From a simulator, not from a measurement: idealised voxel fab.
Process module, titled voxel plated lines
140 nm wide, 5 nm square cells: that's cross-section cut.
We lay out every cross-section as a grid of square cells and spell it out in bands from the top down, where one band means one or more rows of cells. A band entry consists of two parts. The first gives the height of the band's top and the height of its bottom, in nm. The rest lists the band's materials from left to right, each with its width in nm. A single material labelled with the word "all across" fills the band from edge to edge, and the word "blank" marks empty space. The reference from which all heights are counted is 0, the level beneath which the as-received wafer is entirely one material; the lowest band, having no lower bound, proceeds downward and is written after the example "z 0 and below". Top row gets the first number, bottom row gets the second, and each row in between changes by the same step: that is how a band width like "30 to 40" works. A step reported as "no alterations made" is a step in which no cell of the cross-section changed. You'll see "Enclosed cavities" listing empty spaces that have no way open to the top, as long as they're 8 cells or more; the notation is width x height at distance, where the distance is from the left edge, and all of it is in nm. It should be noted that, on the line of a given step, the content following the step's settings is a remark produced by the simulator itself with respect to that step. Each step line may optionally specify "overlay nm", which for a step with a mask gives the rightward distance between the mask's planned place and where it lay, a negative value indicating the leftward direction.

Planned step list for the process:
1. RECEIVE (material Si)
2. CONFORMAL_DEP (material Al2O3; thk nm 5)
3. DIRECTIONAL_DEP (material TiN; thk nm 5)
4. PATTERN (tone open; mask id LINES; material resist; width nm 20; pitch nm 35; thk nm 15; overlay nm 0)
5. EPI (material Ru; thk nm 5)
6. STRIP (etch materials resist)
7. DIRECTIONAL_ETCH (etch materials TiN; depth nm 5)
8. CONFORMAL_DEP (material SiCN; thk nm 5)
All wafers enter the flow in the same state. The thk nm at step 8 differs from wafer to wafer, and the plan gives the value for the first wafer.

First wafer of several, as received: cross-section after step 1:
- z 0 and below  Si all across
- Enclosed cavities: none

The rows of the table below are wafers. Looking at the end of the module, a row counts, for every material, the cells the wafer has gained, shown as (+), or lost, shown as (-), since it was received; its closed voids come next:
thk nm 5 | +28 Al2O3 | +12 Ru | +40 SiCN | +12 TiN | Enclosed cavities: none
thk nm 10 | +28 Al2O3 | +12 Ru | +76 SiCN | +12 TiN | Enclosed cavities: none
thk nm 15 | +28 Al2O3 | +12 Ru | +108 SiCN | +12 TiN | Enclosed cavities: none
thk nm 20 | +28 Al2O3 | +12 Ru | +140 SiCN | +12 TiN | Enclosed cavities: none
thk nm 25 | +28 Al2O3 | +12 Ru | +172 SiCN | +12 TiN | Enclosed cavities: none
